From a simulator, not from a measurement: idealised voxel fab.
Proc. module: voxel gate over fins
cross-section cut | 235 nm wide | cells 5 nm
Cross-section spec: square-cell grid; bands listed top down; each band is one or more rows. Top height, bottom height, nm. Materials left to right, width each, nm. Single material + "all across" = fills band edge to edge. "air" = empty. Height datum 0, below which the as-received substrate wafer is one material. Lowest band open at the bottom, running downward: "0 -> down". The two numbers in a width such as "30->40" mark its ends across the band: the first belongs to the top row of cells, the second to the bottom row, and from each row to the next the width moves by the same amount. Key: "stayed the same" - step with no changed cell in the cross-section. Heads up: "Sealed void list" only lists the empty pockets with no open path to the top that are 8 cells or more, and it writes them as width x height at distance, distance from the left edge, in nm. Formally, on a step line, whatever follows the settings is a remark that the simulator itself makes on the step. "overlay nm", when on a step's line for a step with a mask, measures how far to the right of its planned place the mask lay; a negative measure means to the left.

So here's the lineup of process steps we planned
1 RECEIVE (material Si)
2 CONFORMAL_DEP (material SiN; thk nm 5)
3 PATTERN (tone cover; mask id FINS; material resist; width nm 15; pitch nm 35; thk nm 15; overlay nm 0)
4 DIRECTIONAL_ETCH (etch materials SiN; depth nm 5)
5 DIRECTIONAL_ETCH (etch materials Si; depth nm 35)
6 STRIP (etch materials resist)
7 FILL_DEP (material SiO2; thk nm 15)
8 CMP (height nm 5)
9 SELECTIVE_ETCH (etch materials SiO2; depth nm 15)
10 STRIP (etch materials SiN)
11 CONFORMAL_DEP (material HfO2; thk nm 5)
12 CONFORMAL_DEP (material TiN; thk nm 5)
13 CONFORMAL_DEP (material TiAl; thk nm 5)
14 CONFORMAL_DEP (material TiN; thk nm 5)
15 FILL_DEP (material W; thk nm 15)
16 CMP (height nm 30)
17 CONFORMAL_DEP (material SiCN; thk nm 5)

Cross-section, incoming material, after step 1
0 -> down: Si all across
Sealed void list: none

Post-module cross-section of the first of two wafers (run per plan)
35 -> 30: SiCN all across
30 -> 20: W all across
20 -> 15: W (70), TiN (90), W (75)
15 -> 10: W (70), TiN (5), TiAl (80), TiN (5), W (75)
10 -> 5: TiN (75), TiAl (5), TiN (70), TiAl (5), TiN (80)
5 -> 0: TiAl (80), TiN (5), HfO2 (25), TiN (10), HfO2 (25), TiN (5), TiAl (85)
0 -> -5: TiN (85), HfO2 (5), Si (15), HfO2 (5), TiN (10), HfO2 (5), Si (15), HfO2 (5), TiN (90)
-5 -> -10: HfO2 (90), Si (15), HfO2 (20), Si (15), HfO2 (95)
-10 -> -35: SiO2 (90), Si (15), SiO2 (20), Si (15), SiO2 (95)
-35 -> down: Si all across
Sealed void list: none

Cross-sectional image of the second wafer of the two following completion of the module. Starting state and process plan were the same as for the first wafer; one execution error occurred
35 -> 30: SiCN all across
30 -> 20: W all across
20 -> 15: W (70), TiN (90), W (75)
15 -> 10: W (70), TiN (5), TiAl (80), TiN (5), W (75)
10 -> 5: TiN (75), TiAl (5), TiN (70), TiAl (5), TiN (80)
5 -> 0: TiAl (80), TiN (5), HfO2 (25), TiN (10), HfO2 (25), TiN (5), TiAl (85)
0 -> -5: TiN (85), HfO2 (5), Si (15), HfO2 (5), TiN (10), HfO2 (5), Si (15), HfO2 (5), TiN (90)
-5 -> -10: HfO2 (80), TiN (5), HfO2 (5), Si (15), HfO2 (5), TiN (10), HfO2 (5), Si (15), HfO2 (5), TiN (5), HfO2 (85)
-10 -> -15: SiO2 (75), HfO2 (15), Si (15), HfO2 (20), Si (15), HfO2 (15), SiO2 (80)
-15 -> -35: SiO2 (90), Si (15), SiO2 (20), Si (15), SiO2 (95)
-35 -> down: Si all across
Sealed void list: none
Short version of what went wrong: plan vs actual: 9 and 10 interchanged
Materials where the second wafer ends with more or fewer cells than the first: +6 HfO2, -10 SiO2, +4 TiN
